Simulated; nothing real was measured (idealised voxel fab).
This is a process module. Its name is voxel wiring stack.
290 nm wide, 5 nm square cells: that's cross-section cut.
Cross-section format: a grid of square cells, given as bands from top to bottom; each band is one or more rows of cells. The entry gives the band's vertical extent as a top height and a bottom height in nm, then its horizontal make-up as materials from left to right, each with a width in nm. "empty" stands for empty space; a single material marked "full width" fills the band edge to edge. Height reference: 0 = level under which incoming wafer is all one material. Lowest band: no bottom, runs on downward, e.g. "from 0 down". Width: "30..40" (first number = top row, second number = bottom row, same change from row to row of cells). You'll sometimes find "nothing was modified" written for a step, and that's the way of saying that nowhere in the cross-section did a cell change during that step. "Non-vented voids" specifies each empty space that is not open to the top and that occupies no fewer than 8 cells, using the form width x height at distance, the distance measured from the left edge and all three quantities in nm. after a step's settings: what the simulator itself notes on the step. overlay nm: step with mask; distance mask lay right of planned place; negative value = left of planned place.
## Here's what the planned process steps look like
1 RECEIVE (material Si)
2 CONFORMAL_DEP (material SiO2; thk nm 10)
3 CONFORMAL_DEP (material SiCN; thk nm 5)
4 DIRECTIONAL_DEP (material lowk; thk nm 15)
5 MASKED_ETCH (tone open; mask id METAL_1; width nm 25; pitch nm 50; etch materials lowk; depth nm 15; overlay nm 0)
6 MASKED_ETCH (tone open; mask id METAL_1; width nm 25; pitch nm 50; etch materials SiCN; depth nm 5; overlay nm 0)
7 CONFORMAL_DEP (material TiN; thk nm 5)
8 FILL_DEP (material Ru; thk nm 5)
9 CMP (height nm 30)
10 CONFORMAL_DEP (material SiCN; thk nm 5)
11 DIRECTIONAL_DEP (material SiO2; thk nm 20)
12 PATTERN (tone open; mask id PLUG_1; material resist; width nm 15; pitch nm 50; thk nm 15; overlay nm 0)
13 DIRECTIONAL_ETCH (etch materials SiO2; depth nm 20)
14 DIRECTIONAL_ETCH (etch materials SiCN; depth nm 5)
15 STRIP (etch materials resist)
16 CONFORMAL_DEP (material TiN; thk nm 5)
17 FILL_DEP (material W; thk nm 5)
18 CMP (height nm 55)
19 CONFORMAL_DEP (material SiCN; thk nm 5)
20 DIRECTIONAL_DEP (material SiO2; thk nm 20)
21 PATTERN (tone open; mask id METAL_2; material resist; width nm 25; pitch nm 50; thk nm 15; overlay nm 0)
22 DIRECTIONAL_ETCH (etch materials SiO2; depth nm 20)
23 DIRECTIONAL_ETCH (etch materials SiCN; depth nm 5)
24 STRIP (etch materials resist)
25 CONFORMAL_DEP (material TiN; thk nm 5)
26 FILL_DEP (material Cu; thk nm 5)
27 CMP (height nm 80)
28 CONFORMAL_DEP (material SiCN; thk nm 5)
## The following pertains to the first of two wafers, which was processed as planned
## Cross-section, incoming material, after step 1
  from 0 down = Si full width
  Non-vented voids: none
## Cross-section of the wafer after step 2
  from 10 to 0 = SiO2 full width
  Rest of section, below 0: as before.
## Cross-section of the wafer after step 3
  from 15 to 10 = SiCN full width
  Rest of section, below 10: as before.
## Cross-section of the wafer after step 4
  from 30 to 15 = lowk full width
  Rest of section, below 15: as before.
## Cross-section of the wafer after step 5
  from 30 to 15 = lowk=105 | empty=25 | lowk=25 | empty=25 | lowk=110
  Rest of section, below 15: as before.
## Cross-section of the wafer after step 6
  from 30 to 15 = lowk=105 | empty=25 | lowk=25 | empty=25 | lowk=110
  from 15 to 10 = SiCN=105 | empty=25 | SiCN=25 | empty=25 | SiCN=110
  Rest of section, below 10: as before.
## Cross-section of the wafer after step 7
  from 35 to 30 = TiN=110 | empty=15 | TiN=35 | empty=15 | TiN=115
  from 30 to 15 = lowk=105 | TiN=5 | empty=15 | TiN=5 | lowk=25 | TiN=5 | empty=15 | TiN=5 | lowk=110
  from 15 to 10 = SiCN=105 | TiN=25 | SiCN=25 | TiN=25 | SiCN=110
  Rest of section, below 10: as before.
## Cross-section of the wafer after step 8
  from 40 to 35 = Ru full width
  from 35 to 30 = TiN=110 | Ru=15 | TiN=35 | Ru=15 | TiN=115
  from 30 to 15 = lowk=105 | TiN=5 | Ru=15 | TiN=5 | lowk=25 | TiN=5 | Ru=15 | TiN=5 | lowk=110
  Rest of section, below 15: as before.
## Cross-section of the wafer after step 9
  from 30 to 15 = lowk=105 | TiN=5 | Ru=15 | TiN=5 | lowk=25 | TiN=5 | Ru=15 | TiN=5 | lowk=110
  Rest of section, below 15: as before.
## Cross-section of the wafer after step 10
  from 35 to 30 = SiCN full width
  Rest of section, below 30: as before.
## Cross-section of the wafer after step 11
  from 55 to 35 = SiO2 full width
  Rest of section, below 35: as before.
## Cross-section of the wafer after step 12
  from 70 to 55 = resist=105 | empty=15 | resist=35 | empty=15 | resist=120
  Rest of section, below 55: as before.
## Cross-section of the wafer after step 13
  from 70 to 55 = resist=105 | empty=15 | resist=35 | empty=15 | resist=120
  from 55 to 35 = SiO2=105 | empty=15 | SiO2=35 | empty=15 | SiO2=120
  Rest of section, below 35: as before.
## Cross-section of the wafer after step 14
  from 70 to 55 = resist=105 | empty=15 | resist=35 | empty=15 | resist=120
  from 55 to 35 = SiO2=105 | empty=15 | SiO2=35 | empty=15 | SiO2=120
  from 35 to 30 = SiCN=105 | empty=15 | SiCN=35 | empty=15 | SiCN=120
  Rest of section, below 30: as before.
## Cross-section of the wafer after step 15
  from 55 to 35 = SiO2=105 | empty=15 | SiO2=35 | empty=15 | SiO2=120
  Rest of section, below 35: as before.
## Cross-section of the wafer after step 16
  from 60 to 55 = TiN=110 | empty=5 | TiN=45 | empty=5 | TiN=125
  from 55 to 35 = SiO2=105 | TiN=5 | empty=5 | TiN=5 | SiO2=35 | TiN=5 | empty=5 | TiN=5 | SiO2=120
  from 35 to 30 = SiCN=105 | TiN=15 | SiCN=35 | TiN=15 | SiCN=120
  Rest of section, below 30: as before.
## Cross-section of the wafer after step 17
  from 65 to 60 = W full width
  from 60 to 55 = TiN=110 | W=5 | TiN=45 | W=5 | TiN=125
  from 55 to 35 = SiO2=105 | TiN=5 | W=5 | TiN=5 | SiO2=35 | TiN=5 | W=5 | TiN=5 | SiO2=120
  Rest of section, below 35: as before.
## Cross-section of the wafer after step 18
  from 55 to 35 = SiO2=105 | TiN=5 | W=5 | TiN=5 | SiO2=35 | TiN=5 | W=5 | TiN=5 | SiO2=120
  Rest of section, below 35: as before.
## Cross-section of the wafer after step 19
  from 60 to 55 = SiCN full width
  Rest of section, below 55: as before.
## Cross-section of the wafer after step 20
  from 80 to 60 = SiO2 full width
  Rest of section, below 60: as before.
## Cross-section of the wafer after step 21
  from 95 to 80 = resist=105 | empty=25 | resist=25 | empty=25 | resist=110
  Rest of section, below 80: as before.
## Cross-section of the wafer after step 22
  from 95 to 80 = resist=105 | empty=25 | resist=25 | empty=25 | resist=110
  from 80 to 60 = SiO2=105 | empty=25 | SiO2=25 | empty=25 | SiO2=110
  Rest of section, below 60: as before.
## Cross-section of the wafer after step 23
  from 95 to 80 = resist=105 | empty=25 | resist=25 | empty=25 | resist=110
  from 80 to 60 = SiO2=105 | empty=25 | SiO2=25 | empty=25 | SiO2=110
  from 60 to 55 = SiCN=105 | empty=25 | SiCN=25 | empty=25 | SiCN=110
  Rest of section, below 55: as before.
## Cross-section of the wafer after step 24
  from 80 to 60 = SiO2=105 | empty=25 | SiO2=25 | empty=25 | SiO2=110
  Rest of section, below 60: as before.
## Cross-section of the wafer after step 25
  from 85 to 80 = TiN=110 | empty=15 | TiN=35 | empty=15 | TiN=115
  from 80 to 60 = SiO2=105 | TiN=5 | empty=15 | TiN=5 | SiO2=25 | TiN=5 | empty=15 | TiN=5 | SiO2=110
  from 60 to 55 = SiCN=105 | TiN=25 | SiCN=25 | TiN=25 | SiCN=110
  Rest of section, below 55: as before.
## Cross-section of the wafer after step 26
  from 90 to 85 = Cu full width
  from 85 to 80 = TiN=110 | Cu=15 | TiN=35 | Cu=15 | TiN=115
  from 80 to 60 = SiO2=105 | TiN=5 | Cu=15 | TiN=5 | SiO2=25 | TiN=5 | Cu=15 | TiN=5 | SiO2=110
  Rest of section, below 60: as before.
## Cross-section of the wafer after step 27
  from 80 to 60 = SiO2=105 | TiN=5 | Cu=15 | TiN=5 | SiO2=25 | TiN=5 | Cu=15 | TiN=5 | SiO2=110
  Rest of section, below 60: as before.
## Cross-section of the wafer after step 28
  from 85 to 80 = SiCN full width
  Rest of section, below 80: as before.
## Second wafer: same start and same plan as the first, one execution error; identical to the first through step 11
## Second wafer cross-section, taken as of the time the plan sets for step 12 to be done
  from 70 to 55 = empty=105 | resist=15 | empty=35 | resist=15 | empty=120
  Rest of section, below 55: as before.
## Second wafer cross-section, taken as of the time the plan sets for step 13 to be done
  from 70 to 55 = empty=105 | resist=15 | empty=35 | resist=15 | empty=120
  from 55 to 35 = empty=105 | SiO2=15 | empty=35 | SiO2=15 | empty=120
  Rest of section, below 35: as before.
## Second wafer cross-section, taken as of the time the plan sets for step 14 to be done
  from 70 to 55 = empty=105 | resist=15 | empty=35 | resist=15 | empty=120
  from 55 to 35 = empty=105 | SiO2=15 | empty=35 | SiO2=15 | empty=120
  from 35 to 30 = empty=105 | SiCN=15 | empty=35 | SiCN=15 | empty=120
  Rest of section, below 30: as before.
## Second wafer cross-section, taken as of the time the plan sets for step 15 to be done
  from 55 to 35 = empty=105 | SiO2=15 | empty=35 | SiO2=15 | empty=120
  Rest of section, below 35: as before.
## Second wafer cross-section, taken as of the time the plan sets for step 16 to be done
  from 60 to 55 = empty=100 | TiN=25 | empty=25 | TiN=25 | empty=115
  from 55 to 35 = empty=100 | TiN=5 | SiO2=15 | TiN=5 | empty=25 | TiN=5 | SiO2=15 | TiN=5 | empty=115
  from 35 to 30 = TiN=105 | SiCN=15 | TiN=35 | SiCN=15 | TiN=120
  Rest of section, below 30: as before.
## Second wafer cross-section, taken as of the time the plan sets for step 17 to be done
  from 65 to 60 = W full width
  from 60 to 55 = W=100 | TiN=25 | W=25 | TiN=25 | W=115
  from 55 to 35 = W=100 | TiN=5 | SiO2=15 | TiN=5 | W=25 | TiN=5 | SiO2=15 | TiN=5 | W=115
  Rest of section, below 35: as before.
## Second wafer cross-section, taken as of the time the plan sets for step 18 to be done
  from 55 to 35 = W=100 | TiN=5 | SiO2=15 | TiN=5 | W=25 | TiN=5 | SiO2=15 | TiN=5 | W=115
  Rest of section, below 35: as before.
## Second wafer cross-section, taken as of the time the plan sets for step 19 to be done
  from 60 to 55 = SiCN full width
  Rest of section, below 55: as before.
## Second wafer cross-section, taken as of the time the plan sets for step 20 to be done
  from 80 to 60 = SiO2 full width
  Rest of section, below 60: as before.
## Second wafer cross-section, taken as of the time the plan sets for step 21 to be done
  from 95 to 80 = resist=105 | empty=25 | resist=25 | empty=25 | resist=110
  Rest of section, below 80: as before.
## Second wafer cross-section, taken as of the time the plan sets for step 22 to be done
  from 95 to 80 = resist=105 | empty=25 | resist=25 | empty=25 | resist=110
  from 80 to 60 = SiO2=105 | empty=25 | SiO2=25 | empty=25 | SiO2=110
  Rest of section, below 60: as before.
## Second wafer cross-section, taken as of the time the plan sets for step 23 to be done
  from 95 to 80 = resist=105 | empty=25 | resist=25 | empty=25 | resist=110
  from 80 to 60 = SiO2=105 | empty=25 | SiO2=25 | empty=25 | SiO2=110
  from 60 to 55 = SiCN=105 | empty=25 | SiCN=25 | empty=25 | SiCN=110
  Rest of section, below 55: as before.
## Second wafer cross-section, taken as of the time the plan sets for step 24 to be done
  from 80 to 60 = SiO2=105 | empty=25 | SiO2=25 | empty=25 | SiO2=110
  Rest of section, below 60: as before.
## Second wafer cross-section, taken as of the time the plan sets for step 25 to be done
  from 85 to 80 = TiN=110 | empty=15 | TiN=35 | empty=15 | TiN=115
  from 80 to 60 = SiO2=105 | TiN=5 | empty=15 | TiN=5 | SiO2=25 | TiN=5 | empty=15 | TiN=5 | SiO2=110
  from 60 to 55 = SiCN=105 | TiN=25 | SiCN=25 | TiN=25 | SiCN=110
  Rest of section, below 55: as before.
## Second wafer cross-section, taken as of the time the plan sets for step 26 to be done
  from 90 to 85 = Cu full width
  from 85 to 80 = TiN=110 | Cu=15 | TiN=35 | Cu=15 | TiN=115
  from 80 to 60 = SiO2=105 | TiN=5 | Cu=15 | TiN=5 | SiO2=25 | TiN=5 | Cu=15 | TiN=5 | SiO2=110
  Rest of section, below 60: as before.
## Second wafer cross-section, taken as of the time the plan sets for step 27 to be done
  from 80 to 60 = SiO2=105 | TiN=5 | Cu=15 | TiN=5 | SiO2=25 | TiN=5 | Cu=15 | TiN=5 | SiO2=110
  Rest of section, below 60: as before.
## Second wafer cross-section, taken as of the time the plan sets for step 28 to be done
  from 85 to 80 = SiCN full width
  Rest of section, below 80: as before.
Diagnosis: not per plan at step 12, really ran PATTERN (tone cover; mask id PLUG_1; material resist; width nm 15; pitch nm 50; thk nm 15; overlay nm 0)
Final comparison by cell count, materials where the second wafer has more or fewer than the first: 46 fewer of SiCN; 184 fewer of SiO2; 46 more of TiN; 184 more of W
